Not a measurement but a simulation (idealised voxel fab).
process module | voxel gate over fins
cross-section cut | 225 nm wide | cells 5 nm
A cross-section is a grid of square cells, given in bands from the top down. A band is one or more rows of cells.
Each band's line starts with the height of the band's top and of its bottom, in nm. Then come its materials from left to right, each with its width in nm. One material with "throughout" fills the band from edge to edge. "air" is empty space.
Height 0 is the level under which the wafer as received is all one material. The lowest band goes on downwards, as in "0 down".
A width such as "30 to 40" changes by the same amount from each row of cells to the next, from the band's top row to its bottom row.
"no change" after a step means that no cell of the cross-section changed.
closed voids: empty space of 8 cells or more with no open way to the top, each as width x height at its distance from the left edge, in nm
after a step's settings: what the simulator itself notes on the step
overlay nm, on a step with a mask: how far to the right of its planned place the mask lay; to the left if negative
plan
1 op RECEIVE | material Si
2 op CONFORMAL_DEP | material SiN | thk nm 5
3 op PATTERN | tone cover | mask id FINS | material resist | width nm 15 | pitch nm 45 | thk nm 15 | overlay nm 0
4 op DIRECTIONAL_ETCH | etch materials SiN | depth nm 5
5 op DIRECTIONAL_ETCH | etch materials Si | depth nm 30
6 op STRIP | etch materials resist
7 op OXIDIZE | depth nm 5
8 op FILL_DEP | material SiO2 | thk nm 10
9 op CMP | height nm 5
10 op SELECTIVE_ETCH | etch materials SiO2 | depth nm 20
11 op STRIP | etch materials SiN
12 op CONFORMAL_DEP | material HfO2 | thk nm 5
13 op CONFORMAL_DEP | material TiN | thk nm 5
14 op CONFORMAL_DEP | material TiAl | thk nm 5
15 op CONFORMAL_DEP | material TiN | thk nm 5
16 op FILL_DEP | material W | thk nm 15
17 op CMP | height nm 30
18 op CONFORMAL_DEP | material SiCN | thk nm 5
as received, after step 1
  0 down: Si throughout
  closed voids: none
first wafer at the end, as planned
  35 to 30: SiCN throughout
  30 to 20: W throughout
  20 to 15: W 20 | TiN 180 | W 25
  15 to 10: W 20 | TiN 5 | TiAl 35 | TiN 10 | TiAl 35 | TiN 10 | TiAl 35 | TiN 10 | TiAl 35 | TiN 5 | W 25
  10 to 5: W 20 | TiN 5 | TiAl 5 | TiN 25 | TiAl 5 | TiN 10 | TiAl 5 | TiN 25 | TiAl 5 | TiN 10 | TiAl 5 | TiN 25 | TiAl 5 | TiN 10 | TiAl 5 | TiN 25 | TiAl 5 | TiN 5 | W 25
  5 to 0: TiN 25 | TiAl 5 | TiN 5 | HfO2 15 | TiN 5 | TiAl 5 | TiN 10 | TiAl 5 | TiN 5 | HfO2 15 | TiN 5 | TiAl 5 | TiN 10 | TiAl 5 | TiN 5 | HfO2 15 | TiN 5 | TiAl 5 | TiN 10 | TiAl 5 | TiN 5 | HfO2 15 | TiN 5 | TiAl 5 | TiN 30
  0 to -5: TiAl 30 | TiN 5 | HfO2 5 | Si 5 | HfO2 5 | TiN 5 | TiAl 20 | TiN 5 | HfO2 5 | Si 5 | HfO2 5 | TiN 5 | TiAl 20 | TiN 5 | HfO2 5 | Si 5 | HfO2 5 | TiN 5 | TiAl 20 | TiN 5 | HfO2 5 | Si 5 | HfO2 5 | TiN 5 | TiAl 35
  -5 to -10: TiN 35 | HfO2 5 | Si 5 | HfO2 5 | TiN 30 | HfO2 5 | Si 5 | HfO2 5 | TiN 30 | HfO2 5 | Si 5 | HfO2 5 | TiN 30 | HfO2 5 | Si 5 | HfO2 5 | TiN 40
  -10 to -15: HfO2 40 | Si 5 | HfO2 40 | Si 5 | HfO2 40 | Si 5 | HfO2 40 | Si 5 | HfO2 45
  -15 to -35: SiO2 40 | Si 5 | SiO2 40 | Si 5 | SiO2 40 | Si 5 | SiO2 40 | Si 5 | SiO2 45
  -35 down: Si throughout
  closed voids: none
second wafer at the end: like start, like plan, one mistake
  35 to 30: SiCN throughout
  30 to 20: W throughout
  20 to 15: W 30 | TiN 180 | W 15
  15 to 10: W 30 | TiN 5 | TiAl 35 | TiN 10 | TiAl 35 | TiN 10 | TiAl 35 | TiN 10 | TiAl 35 | TiN 5 | W 15
  10 to 5: W 30 | TiN 5 | TiAl 5 | TiN 25 | TiAl 5 | TiN 10 | TiAl 5 | TiN 25 | TiAl 5 | TiN 10 | TiAl 5 | TiN 25 | TiAl 5 | TiN 10 | TiAl 5 | TiN 25 | TiAl 5 | TiN 5 | W 15
  5 to 0: TiN 35 | TiAl 5 | TiN 5 | HfO2 15 | TiN 5 | TiAl 5 | TiN 10 | TiAl 5 | TiN 5 | HfO2 15 | TiN 5 | TiAl 5 | TiN 10 | TiAl 5 | TiN 5 | HfO2 15 | TiN 5 | TiAl 5 | TiN 10 | TiAl 5 | TiN 5 | HfO2 15 | TiN 5 | TiAl 5 | TiN 20
  0 to -5: TiAl 40 | TiN 5 | HfO2 5 | Si 5 | HfO2 5 | TiN 5 | TiAl 20 | TiN 5 | HfO2 5 | Si 5 | HfO2 5 | TiN 5 | TiAl 20 | TiN 5 | HfO2 5 | Si 5 | HfO2 5 | TiN 5 | TiAl 20 | TiN 5 | HfO2 5 | Si 5 | HfO2 5 | TiN 5 | TiAl 25
  -5 to -10: TiN 45 | HfO2 5 | Si 5 | HfO2 5 | TiN 30 | HfO2 5 | Si 5 | HfO2 5 | TiN 30 | HfO2 5 | Si 5 | HfO2 5 | TiN 30 | HfO2 5 | Si 5 | HfO2 5 | TiN 30
  -10 to -15: HfO2 50 | Si 5 | HfO2 40 | Si 5 | HfO2 40 | Si 5 | HfO2 40 | Si 5 | HfO2 35
  -15 to -35: SiO2 50 | Si 5 | SiO2 40 | Si 5 | SiO2 40 | Si 5 | SiO2 40 | Si 5 | SiO2 35
  -35 down: Si throughout
  closed voids: none
what went wrong: step 3 ran as: op PATTERN | tone cover | mask id FINS | material resist | width nm 15 | pitch nm 45 | thk nm 15 | overlay nm 10
at the end the second wafer has, in cells: as many of each material as the first, in other places
